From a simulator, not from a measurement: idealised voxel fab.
Process module name: voxel ribs on slabs
The cross-section shown here is cut; it is 285 nm wide and divided into square cells measuring 5 nm on a side.
A cross-section is written here as square cells arranged in a grid, and it is given in bands from the top down, each band taking up one or more rows of cells.
In this notation a band is specified by the heights of its top and bottom, in that order and in nm, after which its materials appear from left to right, each paired with its width in nm. The word "edge to edge" attached to a single material means that material fills the band from edge to edge; the word "empty" stands for empty space.
Where do heights start? At 0: under that level the wafer as delivered is made of one material only. And the lowest band has no floor; it just carries on downward, as in "top 0, no bottom".
So if you see something like "30 to 40" for the width, read it as the top row of the band sitting at the first number and the bottom row at the second, with every row in between moving by the same amount as the last.
"nothing changed" means the step left every cell of the cross-section as it was.
Heads up: "Sealed void listing" only lists the empty pockets with no open path to the top that are 8 cells or more, and it writes them as width x height at distance, distance from the left edge, in nm.
Heads up: the bit after the settings on a step's line is the simulator's remark on that step.
For masked steps, "overlay nm" on the step line gives how far right of plan the mask actually lay; a minus sign means it lay to the left.

**Listed below are the process steps as planned**
1,RECEIVE | material Si
2,DIRECTIONAL_DEP | material SiO2 | thk nm 25
3,DIRECTIONAL_DEP | material SiN | thk nm 20
4,DIRECTIONAL_DEP | material aC | thk nm 10
5,PATTERN | tone cover | mask id RIB | material resist | width nm 25 | thk nm 25 | overlay nm 0
6,DIRECTIONAL_ETCH | etch materials aC | depth nm 10
7,STRIP | etch materials resist
8,DIRECTIONAL_ETCH | etch materials SiN | depth nm 5
9,STRIP | etch materials aC
10,DIRECTIONAL_DEP | material aC | thk nm 10
11,PATTERN | tone cover | mask id SLAB | material resist | width nm 55 | thk nm 30 | overlay nm 0
12,DIRECTIONAL_ETCH | etch materials aC | depth nm 10
13,STRIP | etch materials resist
14,DIRECTIONAL_ETCH | etch materials SiN | depth nm 15
15,STRIP | etch materials aC
16,FILL_DEP | material SiO2 | thk nm 15
17,CMP | height nm 55
18,DIRECTIONAL_DEP | material W | thk nm 5
19,PATTERN | tone cover | mask id HEATER | material resist | width nm 35 | thk nm 20 | overlay nm 0
20,DIRECTIONAL_ETCH | etch materials W | depth nm 5
21,STRIP | etch materials resist
22,CONFORMAL_DEP | material SiO2 | thk nm 5

**First out of two wafers; run went to plan**

**Cross-section: wafer on arrival = after step 1**
> top 0, no bottom: Si edge to edge
> Sealed void listing: none

**State of the wafer after step 2, shown in cross-section**
> top 25, bottom 0: SiO2 edge to edge
> Everything under 0 stays put, no change at all.

**State of the wafer after step 3, shown in cross-section**
> top 45, bottom 25: SiN edge to edge
> Everything under 25 stays put, no change at all.

**State of the wafer after step 4, shown in cross-section**
> top 55, bottom 45: aC edge to edge
> Everything under 45 stays put, no change at all.

**State of the wafer after step 5, shown in cross-section**
> top 80, bottom 55: empty 130 nm; resist 25 nm; empty 130 nm
> Everything under 55 stays put, no change at all.

**State of the wafer after step 6, shown in cross-section**
> top 70, bottom 55: empty 130 nm; resist 25 nm; empty 130 nm
> top 55, bottom 45: empty 130 nm; aC 25 nm; empty 130 nm
> Everything under 45 stays put, no change at all.

**State of the wafer after step 7, shown in cross-section**
> top 55, bottom 45: empty 130 nm; aC 25 nm; empty 130 nm
> Everything under 45 stays put, no change at all.

**State of the wafer after step 8, shown in cross-section**
> top 55, bottom 45: empty 130 nm; aC 25 nm; empty 130 nm
> top 45, bottom 40: empty 130 nm; SiN 25 nm; empty 130 nm
> Everything under 40 stays put, no change at all.

**State of the wafer after step 9, shown in cross-section**
> top 45, bottom 40: empty 130 nm; SiN 25 nm; empty 130 nm
> Everything under 40 stays put, no change at all.

**State of the wafer after step 10, shown in cross-section**
> top 55, bottom 50: empty 130 nm; aC 25 nm; empty 130 nm
> top 50, bottom 45: aC edge to edge
> top 45, bottom 40: aC 130 nm; SiN 25 nm; aC 130 nm
> Everything under 40 stays put, no change at all.

**State of the wafer after step 11, shown in cross-section**
> top 85, bottom 55: empty 115 nm; resist 55 nm; empty 115 nm
> top 55, bottom 50: empty 115 nm; resist 15 nm; aC 25 nm; resist 15 nm; empty 115 nm
> Everything under 50 stays put, no change at all.

**State of the wafer after step 12, shown in cross-section**
> top 75, bottom 55: empty 115 nm; resist 55 nm; empty 115 nm
> top 55, bottom 50: empty 115 nm; resist 15 nm; aC 25 nm; resist 15 nm; empty 115 nm
> top 50, bottom 45: empty 115 nm; aC 55 nm; empty 115 nm
> top 45, bottom 40: empty 115 nm; aC 15 nm; SiN 25 nm; aC 15 nm; empty 115 nm
> Everything under 40 stays put, no change at all.

**State of the wafer after step 13, shown in cross-section**
> top 55, bottom 45: empty 130 to 115 nm; aC 25 to 55 nm; empty 130 to 115 nm
> Everything under 45 stays put, no change at all.

**State of the wafer after step 14, shown in cross-section**
> top 55, bottom 45: empty 130 to 115 nm; aC 25 to 55 nm; empty 130 to 115 nm
> top 45, bottom 40: empty 115 nm; aC 15 nm; SiN 25 nm; aC 15 nm; empty 115 nm
> top 40, bottom 25: empty 115 nm; SiN 55 nm; empty 115 nm
> Everything under 25 stays put, no change at all.

**State of the wafer after step 15, shown in cross-section**
> top 45, bottom 40: empty 130 nm; SiN 25 nm; empty 130 nm
> Everything under 40 stays put, no change at all.

**State of the wafer after step 16, shown in cross-section**
> top 60, bottom 45: SiO2 edge to edge
> top 45, bottom 40: SiO2 130 nm; SiN 25 nm; SiO2 130 nm
> top 40, bottom 25: SiO2 115 nm; SiN 55 nm; SiO2 115 nm
> Everything under 25 stays put, no change at all.

**State of the wafer after step 17, shown in cross-section**
> top 55, bottom 45: SiO2 edge to edge
> Everything under 45 stays put, no change at all.

**State of the wafer after step 18, shown in cross-section**
> top 60, bottom 55: W edge to edge
> Everything under 55 stays put, no change at all.

**State of the wafer after step 19, shown in cross-section**
> top 80, bottom 60: empty 125 nm; resist 35 nm; empty 125 nm
> Everything under 60 stays put, no change at all.

**State of the wafer after step 20, shown in cross-section**
> top 80, bottom 60: empty 125 nm; resist 35 nm; empty 125 nm
> top 60, bottom 55: empty 125 nm; W 35 nm; empty 125 nm
> Everything under 55 stays put, no change at all.

**State of the wafer after step 21, shown in cross-section**
> top 60, bottom 55: empty 125 nm; W 35 nm; empty 125 nm
> Everything under 55 stays put, no change at all.

**State of the wafer after step 22, shown in cross-section**
> top 65, bottom 60: empty 120 nm; SiO2 45 nm; empty 120 nm
> top 60, bottom 55: SiO2 125 nm; W 35 nm; SiO2 125 nm
> Everything under 55 stays put, no change at all.

**Wafer two. Same start, same plan, one slip in execution. Same as wafer one through step 10, inclusive**

**Second wafer at the planned finish of step 11, seen in cross-section**
> top 85, bottom 55: empty 120 nm; resist 55 nm; empty 110 nm
> top 55, bottom 50: empty 120 nm; resist 10 nm; aC 25 nm; resist 20 nm; empty 110 nm
> Everything under 50 stays put, no change at all.

**Second wafer at the planned finish of step 12, seen in cross-section**
> top 75, bottom 55: empty 120 nm; resist 55 nm; empty 110 nm
> top 55, bottom 50: empty 120 nm; resist 10 nm; aC 25 nm; resist 20 nm; empty 110 nm
> top 50, bottom 45: empty 120 nm; aC 55 nm; empty 110 nm
> top 45, bottom 40: empty 120 nm; aC 10 nm; SiN 25 nm; aC 20 nm; empty 110 nm
> Everything under 40 stays put, no change at all.

**Second wafer at the planned finish of step 13, seen in cross-section**
> top 55, bottom 45: empty 130 to 120 nm; aC 25 to 55 nm; empty 130 to 110 nm
> Everything under 45 stays put, no change at all.

**Second wafer at the planned finish of step 14, seen in cross-section**
> top 55, bottom 45: empty 130 to 120 nm; aC 25 to 55 nm; empty 130 to 110 nm
> top 45, bottom 40: empty 120 nm; aC 10 nm; SiN 25 nm; aC 20 nm; empty 110 nm
> top 40, bottom 25: empty 120 nm; SiN 55 nm; empty 110 nm
> Everything under 25 stays put, no change at all.

**Second wafer at the planned finish of step 15, seen in cross-section**
> top 45, bottom 40: empty 130 nm; SiN 25 nm; empty 130 nm
> Everything under 40 stays put, no change at all.

**Second wafer at the planned finish of step 16, seen in cross-section**
> top 60, bottom 45: SiO2 edge to edge
> top 45, bottom 40: SiO2 130 nm; SiN 25 nm; SiO2 130 nm
> top 40, bottom 25: SiO2 120 nm; SiN 55 nm; SiO2 110 nm
> Everything under 25 stays put, no change at all.

**Second wafer at the planned finish of step 17, seen in cross-section**
> top 55, bottom 45: SiO2 edge to edge
> Everything under 45 stays put, no change at all.

**Second wafer at the planned finish of step 18, seen in cross-section**
> top 60, bottom 55: W edge to edge
> Everything under 55 stays put, no change at all.

**Second wafer at the planned finish of step 19, seen in cross-section**
> top 80, bottom 60: empty 125 nm; resist 35 nm; empty 125 nm
> Everything under 60 stays put, no change at all.

**Second wafer at the planned finish of step 20, seen in cross-section**
> top 80, bottom 60: empty 125 nm; resist 35 nm; empty 125 nm
> top 60, bottom 55: empty 125 nm; W 35 nm; empty 125 nm
> Everything under 55 stays put, no change at all.

**Second wafer at the planned finish of step 21, seen in cross-section**
> top 60, bottom 55: empty 125 nm; W 35 nm; empty 125 nm
> Everything under 55 stays put, no change at all.

**Second wafer at the planned finish of step 22, seen in cross-section**
> top 65, bottom 60: empty 120 nm; SiO2 45 nm; empty 120 nm
> top 60, bottom 55: SiO2 125 nm; W 35 nm; SiO2 125 nm
> Everything under 55 stays put, no change at all.
Run error: step 11 was processed under conditions differing from the plan, specifically as PATTERN | tone cover | mask id SLAB | material resist | width nm 55 | thk nm 30 | overlay nm 5
Cell counts per material: same on both final wafers. Positions: different.
